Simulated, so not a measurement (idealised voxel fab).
process module | voxel self aligned contacts
cross-section cut | 235 nm wide | cells 5 nm
A cross-section is a grid of square cells, given in bands from the top down. A band is one or more rows of cells.
Each band's line starts with the height of the band's top and of its bottom, in nm. Then come its materials from left to right, each with its width in nm. One material with "throughout" fills the band from edge to edge. "air" is empty space.
Height 0 is the level under which the wafer as received is all one material. The lowest band goes on downwards, as in "0 down".
A width such as "30 to 40" changes by the same amount from each row of cells to the next, from the band's top row to its bottom row.
"no change" after a step means that no cell of the cross-section changed.
closed voids: empty space of 8 cells or more with no open way to the top, each as width x height at its distance from the left edge, in nm
after a step's settings: what the simulator itself notes on the step
overlay nm, on a step with a mask: how far to the right of its planned place the mask lay; to the left if negative
plan
1 op RECEIVE | material Si
2 op CONFORMAL_DEP | material SiO2 | thk nm 5
3 op DIRECTIONAL_DEP | material polySi | thk nm 20
4 op DIRECTIONAL_DEP | material SiN | thk nm 20
5 op DIRECTIONAL_DEP | material aC | thk nm 10
6 op PATTERN | tone cover | mask id GATE | material resist | width nm 35 | pitch nm 75 | thk nm 25 | overlay nm -10
7 op DIRECTIONAL_ETCH | etch materials aC | depth nm 10
8 op STRIP | etch materials resist
9 op DIRECTIONAL_ETCH | etch materials SiN | depth nm 20
10 op DIRECTIONAL_ETCH | etch materials polySi | depth nm 20
11 op STRIP | etch materials aC
12 op CONFORMAL_DEP | material SiN | thk nm 10
13 op DIRECTIONAL_ETCH | etch materials SiN | depth nm 10
14 op FILL_DEP | material SiO2 | thk nm 20
15 op CMP | height nm 55
16 op PATTERN | tone open | mask id CONTACT | material resist | width nm 60 | pitch nm 75 | thk nm 15 | overlay nm 0
17 op DIRECTIONAL_ETCH | etch materials SiO2 | depth nm 55
18 op STRIP | etch materials resist
19 op CONFORMAL_DEP | material TiN | thk nm 5
20 op FILL_DEP | material W | thk nm 5
21 op CMP | height nm 55
22 op CONFORMAL_DEP | material SiN | thk nm 5
varied across the wafers: overlay nm of step 6. The plan shows the first wafer's value. All wafers start alike
first wafer as received, after step 1
  0 down: Si throughout
  closed voids: none
first wafer at the end, after step 22
  60 to 55: SiN throughout
  55 to 45: SiO2 50 | TiN 5 to 15 | W 50 to 10 | TiN 5 to 35 | SiO2 15 | TiN 5 to 15 | W 50 to 10 | TiN 5 to 35 | SiO2 50
  45 to 25: SiO2 5 | SiN 55 | TiN 5 | W 10 | TiN 5 | SiN 55 | TiN 5 | W 10 | TiN 5 | SiN 55 | SiO2 25
  25 to 5: SiO2 5 | SiN 10 | polySi 35 | SiN 10 | TiN 5 | W 10 | TiN 5 | SiN 10 | polySi 35 | SiN 10 | TiN 5 | W 10 | TiN 5 | SiN 10 | polySi 35 | SiN 10 | SiO2 25
  5 to 0: SiO2 60 | TiN 20 | SiO2 55 | TiN 20 | SiO2 80
  0 down: Si throughout
  closed voids: none
last wafer at the end
  60 to 55: SiN throughout
  55 to 45: SiO2 50 | TiN 5 to 35 | W 50 to 10 | TiN 5 to 15 | SiO2 15 | TiN 5 to 35 | W 50 to 10 | TiN 5 to 15 | SiO2 50
  45 to 25: SiO2 25 | SiN 55 | TiN 5 | W 10 | TiN 5 | SiN 55 | TiN 5 | W 10 | TiN 5 | SiN 55 | SiO2 5
  25 to 5: SiO2 25 | SiN 10 | polySi 35 | SiN 10 | TiN 5 | W 10 | TiN 5 | SiN 10 | polySi 35 | SiN 10 | TiN 5 | W 10 | TiN 5 | SiN 10 | polySi 35 | SiN 10 | SiO2 5
  5 to 0: SiO2 80 | TiN 20 | SiO2 55 | TiN 20 | SiO2 60
  0 down: Si throughout
  closed voids: none
each wafer at the end: cells of each material gained (+) or lost (-) since it was received, then its closed voids
overlay nm -10 | +227 SiN | +133 SiO2 | +64 TiN | +56 W | +84 polySi | closed voids: none
overlay nm -5 | +227 SiN | +133 SiO2 | +64 TiN | +56 W | +84 polySi | closed voids: none
overlay nm 0 | +227 SiN | +133 SiO2 | +64 TiN | +56 W | +84 polySi | closed voids: none
overlay nm 5 | +227 SiN | +133 SiO2 | +64 TiN | +56 W | +84 polySi | closed voids: none
overlay nm 10 | +227 SiN | +133 SiO2 | +64 TiN | +56 W | +84 polySi | closed voids: none
